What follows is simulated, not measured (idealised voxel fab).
Presented below is a process module, voxel air gaps.
The figure presents cross-section cut, which has a width of 235 nm and is divided into square cells with an edge length of 5 nm.
The cross-sections in this document take the form of a grid made of square cells. They are written out as bands, in order from top to bottom. Each band consists of one or more rows of cells.
What a band's entry tells you: where the top is and where the bottom is, as heights in nm, and after that what lies inside, material by material from left to right, each with its width in nm. Empty space is written as the word "blank", and a single material marked with the word "edge to edge" occupies the band from edge to edge.
Below 0: as-received wafer, all one material; heights counted from there. Lowest band: no bottom, goes on down, written "top 0, no bottom".
Per-row width for "30..40": begins at first number (top row of band), ends at second number (bottom row), increment between rows held constant.
"everything unchanged", as given for a step, is the statement that not any cell of the cross-section underwent a change during that step.
"Closed void table": sealed empty spaces, 8 cells or more, no open way to top, listed width x height at distance, with distance from the left edge and width, height and distance in nm.
Note: text after step settings on the step line = simulator remark on that step.
If you see "overlay nm" on a step's line and that step has a mask, it's telling you how far right of where it was planned the mask ended up; a negative number means it went left instead.

-- Process steps - plan
1,RECEIVE with material Si
2,CONFORMAL_DEP with material SiO2, thk nm 10
3,CONFORMAL_DEP with material SiN, thk nm 5
4,DIRECTIONAL_DEP with material SiO2, thk nm 40
5,DIRECTIONAL_DEP with material aC, thk nm 15
6,PATTERN with tone open, mask id LINES, material resist, width nm 25, pitch nm 55, thk nm 30, overlay nm 0
7,DIRECTIONAL_ETCH with etch materials aC, depth nm 15
8,STRIP with etch materials resist
9,DIRECTIONAL_ETCH with etch materials SiO2, depth nm 40
10,STRIP with etch materials aC
11,CONFORMAL_DEP with material TiN, thk nm 5
12,FILL_DEP with material Cu, thk nm 5
13,CMP with height nm 55
14,EPI with material Ru, thk nm 10
15,SELECTIVE_ETCH with etch materials SiO2, depth nm 50
16,CONFORMAL_DEP with material SiCN, thk nm 5

-- Wafer at receipt (post step 1), cross-section
top 0, no bottom  Si edge to edge
Closed void table: none

-- Here's the wafer cut in cross-section after the module, started and planned just like above, except one thing was done wrong in the run
top 70, bottom 65  SiCN edge to edge
top 65, bottom 55  Ru 30 nm, SiCN 5 nm, Ru 50 nm, SiCN 5 nm, Ru 50 nm, SiCN 5 nm, Ru 50 nm, SiCN 5 nm, Ru 35 nm
top 55, bottom 50  Cu 15 nm, TiN 5 nm, SiCN 25 nm, TiN 5 nm, Cu 20 nm, TiN 5 nm, SiCN 25 nm, TiN 5 nm, Cu 20 nm, TiN 5 nm, SiCN 25 nm, TiN 5 nm, Cu 20 nm, TiN 5 nm, SiCN 25 nm, TiN 5 nm, Cu 20 nm
top 50, bottom 20  Cu 15 nm, TiN 5 nm, SiCN 5 nm, blank 15 nm, SiCN 5 nm, TiN 5 nm, Cu 20 nm, TiN 5 nm, SiCN 5 nm, blank 15 nm, SiCN 5 nm, TiN 5 nm, Cu 20 nm, TiN 5 nm, SiCN 5 nm, blank 15 nm, SiCN 5 nm, TiN 5 nm, Cu 20 nm, TiN 5 nm, SiCN 5 nm, blank 15 nm, SiCN 5 nm, TiN 5 nm, Cu 20 nm
top 20, bottom 15  TiN 20 nm, SiCN 25 nm, TiN 30 nm, SiCN 25 nm, TiN 30 nm, SiCN 25 nm, TiN 30 nm, SiCN 25 nm, TiN 25 nm
top 15, bottom 10  SiN edge to edge
top 10, bottom 0  SiO2 edge to edge
top 0, no bottom  Si edge to edge
Closed void table: 15 x 30 at 25; 15 x 30 at 80; 15 x 30 at 135; 15 x 30 at 190
In executing the process, a mistake was made relative to the plan: step 6 deviated from plan and actually ran as PATTERN with tone cover, mask id LINES, material resist, width nm 25, pitch nm 55, thk nm 30, overlay nm 0
